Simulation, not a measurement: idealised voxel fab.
process module | voxel released beams
cross-section cut | 215 nm wide | cells 5 nm
A cross-section is a grid of square cells, given in bands from the top down. A band is one or more rows of cells.
Each band's line starts with the height of the band's top and of its bottom, in nm. Then come its materials from left to right, each with its width in nm. One material with "throughout" fills the band from edge to edge. "air" is empty space.
Height 0 is the level under which the wafer as received is all one material. The lowest band goes on downwards, as in "0 down".
A width such as "30 to 40" changes by the same amount from each row of cells to the next, from the band's top row to its bottom row.
"no change" after a step means that no cell of the cross-section changed.
closed voids: empty space of 8 cells or more with no open way to the top, each as width x height at its distance from the left edge, in nm
after a step's settings: what the simulator itself notes on the step
overlay nm, on a step with a mask: how far to the right of its planned place the mask lay; to the left if negative
plan
1 op RECEIVE | material Si
2 op CONFORMAL_DEP | material SiN | thk nm 10
3 op DIRECTIONAL_DEP | material SiO2 | thk nm 15
4 op PATTERN | tone open | mask id ANCHOR | material resist | width nm 45 | thk nm 15 | overlay nm 0
5 op DIRECTIONAL_ETCH | etch materials SiO2 | depth nm 15
6 op STRIP | etch materials resist
7 op CONFORMAL_DEP | material W | thk nm 15
8 op MASKED_ETCH | tone cover | mask id BEAM | width nm 90 | etch materials W | depth nm 15 | overlay nm 0
9 op STRIP | etch materials SiO2
as received, after step 1
  0 down: Si throughout
  closed voids: none
first wafer at the end, as planned
  40 to 25: air 60 | W 20 | air 15 | W 55 | air 65
  25 to 10: air 65 | W 45 | air 105
  10 to 0: SiN throughout
  0 down: Si throughout
  closed voids: none
second wafer at the end: like start, like plan, one mistake
  30 to 15: air 60 | W 20 | air 15 | W 55 | air 65
  15 to 0: air 65 | W 45 | air 105
  0 down: Si throughout
  closed voids: none
what went wrong: step 2 was left out
at the end the second wafer has, in cells: 86 fewer of SiN
